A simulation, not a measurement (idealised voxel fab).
The process module presented herein is designated voxel capacitor over wiring.
It is cross-section cut that appears here, measuring 155 nm in width, its square cells being 5 nm in size.
In what follows, cross-sections appear as grids of square cells, described through bands that run from the top down, where every band is one or more rows of cells.
What a band's entry tells you: where the top is and where the bottom is, as heights in nm, and after that what lies inside, material by material from left to right, each with its width in nm. Empty space is written as the word "air", and a single material marked with the word "everywhere" occupies the band from edge to edge.
Height datum 0, below which the as-received substrate wafer is one material. Lowest band open at the bottom, running downward: "0 nm and below".
A two-number width, for instance "30->40", indicates that the width is equal to the first number in the top row of the band and to the second number in the bottom row, and that it changes by a constant amount per row of cells.
For the purposes of this document, the phrase "no change" attached to a step denotes that no cell within the cross-section was modified by that step.
"Closed void register" - sealed voids, min. 8 cells, no opening to top; format: width x height at distance (distance from left edge; nm throughout).
Past the settings on a step's line: simulator remark, on that step.
overlay nm: step with mask; distance mask lay right of planned place; negative value = left of planned place.

-- This section lists the process steps that were planned
1. RECEIVE [material Si]
2. CONFORMAL_DEP [material SiO2] [thk nm 15]
3. CONFORMAL_DEP [material SiCN] [thk nm 5]
4. DIRECTIONAL_DEP [material SiO2] [thk nm 15]
5. PATTERN [tone open] [mask id METAL_1] [material resist] [width nm 25] [pitch nm 90] [thk nm 20] [overlay nm 0]
6. DIRECTIONAL_ETCH [etch materials SiO2] [depth nm 15]
7. DIRECTIONAL_ETCH [etch materials SiCN] [depth nm 5]
8. STRIP [etch materials resist]
9. CONFORMAL_DEP [material TiN] [thk nm 5]
10. FILL_DEP [material Ru] [thk nm 10]
11. CMP [height nm 35]
12. CONFORMAL_DEP [material SiCN] [thk nm 5]
13. DIRECTIONAL_DEP [material SiO2] [thk nm 15]
14. DIRECTIONAL_DEP [material aC] [thk nm 10]
15. PATTERN [tone open] [mask id PLUG_1] [material resist] [width nm 15] [thk nm 25] [overlay nm 0]
16. DIRECTIONAL_ETCH [etch materials aC] [depth nm 10]
17. STRIP [etch materials resist]
18. DIRECTIONAL_ETCH [etch materials SiO2] [depth nm 15]
19. DIRECTIONAL_ETCH [etch materials SiCN] [depth nm 5]
20. STRIP [etch materials aC]
21. EPI [material Ru] [thk nm 10]
22. EPI [material Ru] [thk nm 10]
23. DIRECTIONAL_DEP [material TiN] [thk nm 10]
24. DIRECTIONAL_DEP [material HfO2] [thk nm 5]
25. DIRECTIONAL_DEP [material TiN] [thk nm 5]
26. PATTERN [tone cover] [mask id UPPER_PLATE] [material resist] [width nm 70] [thk nm 15] [overlay nm 0]
27. DIRECTIONAL_ETCH [etch materials TiN] [depth nm 5]
28. DIRECTIONAL_ETCH [etch materials HfO2] [depth nm 5]
29. STRIP [etch materials resist]
30. PATTERN [tone cover] [mask id LOWER_PLATE] [material resist] [width nm 80] [thk nm 20] [overlay nm 0]
31. DIRECTIONAL_ETCH [etch materials TiN] [depth nm 10]
32. STRIP [etch materials resist]
33. FILL_DEP [material SiO2] [thk nm 20]
34. CMP [height nm 90]
35. PATTERN [tone open] [mask id PLUG_2] [material resist] [width nm 15] [thk nm 20] [overlay nm 0]
36. DIRECTIONAL_ETCH [etch materials SiO2] [depth nm 15]
37. STRIP [etch materials resist]
38. CONFORMAL_DEP [material TiN] [thk nm 5]
39. FILL_DEP [material Ru] [thk nm 10]
40. CMP [height nm 90]
41. CONFORMAL_DEP [material SiCN] [thk nm 5]

-- Cross-section of the wafer at receipt, which is the condition after step 1
> 0 nm and below = Si everywhere
> Closed void register: none

-- Post-module cross-section of the first of two wafers (run per plan)
> 95 nm to 90 nm = SiCN everywhere
> 90 nm to 80 nm = SiO2 40  TiN 5  Ru 5  TiN 5  SiO2 100
> 80 nm to 70 nm = SiO2 40->30  TiN 15->70  SiO2 100->55
> 70 nm to 65 nm = SiO2 30  HfO2 70  SiO2 55
> 65 nm to 55 nm = SiO2 25  TiN 80  SiO2 50
> 55 nm to 40 nm = SiO2 30  Ru 15  SiO2 110
> 40 nm to 35 nm = SiCN 30  Ru 15  SiCN 110
> 35 nm to 20 nm = SiO2 20  TiN 5  Ru 15  TiN 5  SiO2 65  TiN 5  Ru 15  TiN 5  SiO2 20
> 20 nm to 15 nm = SiCN 20  TiN 25  SiCN 65  TiN 25  SiCN 20
> 15 nm to 0 nm = SiO2 everywhere
> 0 nm and below = Si everywhere
> Closed void register: none

-- Now the second wafer, cross-sectioned at the end of the module. Nothing different at the start, nothing different in the plan compared with the first, just one mistake when it was actually run
> 95 nm to 90 nm = SiCN everywhere
> 90 nm to 80 nm = SiO2 40  TiN 5  Ru 5  TiN 5  SiO2 100
> 80 nm to 70 nm = SiO2 40->30  TiN 15->70  SiO2 100->55
> 70 nm to 65 nm = SiO2 30  HfO2 70  SiO2 55
> 65 nm to 55 nm = SiO2 20  TiN 80  SiO2 55
> 55 nm to 40 nm = SiO2 30  Ru 15  SiO2 110
> 40 nm to 35 nm = SiCN 30  Ru 15  SiCN 110
> 35 nm to 20 nm = SiO2 20  TiN 5  Ru 15  TiN 5  SiO2 65  TiN 5  Ru 15  TiN 5  SiO2 20
> 20 nm to 15 nm = SiCN 20  TiN 25  SiCN 65  TiN 25  SiCN 20
> 15 nm to 0 nm = SiO2 everywhere
> 0 nm and below = Si everywhere
> Closed void register: none
Misprocessing identified: note that step 30 departed from the planned setting and was carried out as PATTERN [tone cover] [mask id LOWER_PLATE] [material resist] [width nm 80] [thk nm 20] [overlay nm -5]
Cell counts per material: same on both final wafers. Positions: different.
